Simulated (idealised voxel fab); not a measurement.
voxel spacer lines: a process module
Cross-section cut spans 270 nm and uses square cells 5 nm in size.
A cross-section in this document is a grid of square cells, and it is written down as bands, the top band listed before the ones below it; a band is made up of one or more rows of cells. This entry defines a band. It first specifies the height of the band's top and the height of its bottom in nm, and then specifies the band's materials from left to right, stating each material with its width in nm. The word "edge to edge" identifies a single material that fills the band from edge to edge, while the word "blank" identifies empty space. Height 0 is the level under which the wafer as received is all one material. The lowest band goes on downwards, as in "top 0, no bottom". Width: "30 to 40" (first number = top row, second number = bottom row, same change from row to row of cells). When a step is marked "everything unchanged", none of the cells in the cross-section changed during that step. Basically, "Closed void roster" tells you about the enclosed voids: empty spaces with no open way to the top, 8 cells or bigger, each written width x height at distance, where distance is from the left edge, all in nm. If you see something after the settings on a step's line, that's the simulator's own remark about that step. What "overlay nm" on a step's line means: if the step has a mask, that mask lay this far to the right of its planned place, or, when the value is negative, to the left.
PROCESS STEPS (PLANNED)
step 1: RECEIVE with material Si
step 2: CONFORMAL_DEP with material SiO2, thk nm 5
step 3: DIRECTIONAL_DEP with material TiN, thk nm 10
step 4: DIRECTIONAL_DEP with material aC, thk nm 30
step 5: PATTERN with tone cover, mask id MANDREL, material resist, width nm 15, pitch nm 60, thk nm 40, overlay nm 0
step 6: DIRECTIONAL_ETCH with etch materials aC, depth nm 30
step 7: STRIP with etch materials resist
step 8: CONFORMAL_DEP with material SiN, thk nm 15
step 9: DIRECTIONAL_ETCH with etch materials SiN, depth nm 15
step 10: STRIP with etch materials aC
step 11: DIRECTIONAL_ETCH with etch materials TiN, depth nm 10
step 12: STRIP with etch materials SiN
step 13: FILL_DEP with material SiO2, thk nm 10
step 14: CMP with height nm 15
CROSS-SECTION OF THE INCOMING WAFER, STATE AFTER STEP 1
> top 0, no bottom | Si edge to edge
> Closed void roster: none
END-OF-MODULE CROSS-SECTION. STARTING STRUCTURE AND PROCESS PLAN AS ABOVE; ONE MISTAKE MADE IN RUNNING IT
> top 15, bottom 5 | 60 SiO2, 15 TiN, 15 SiO2, 15 TiN, 15 SiO2, 15 TiN, 15 SiO2, 15 TiN, 15 SiO2, 15 TiN, 15 SiO2, 15 TiN, 45 SiO2
> top 5, bottom 0 | SiO2 edge to edge
> top 0, no bottom | Si edge to edge
> Closed void roster: none
Against the plan, the run slipped here: step 5 did not happen as planned, as run it was PATTERN with tone cover, mask id MANDREL, material resist, width nm 15, pitch nm 60, thk nm 40, overlay nm 10
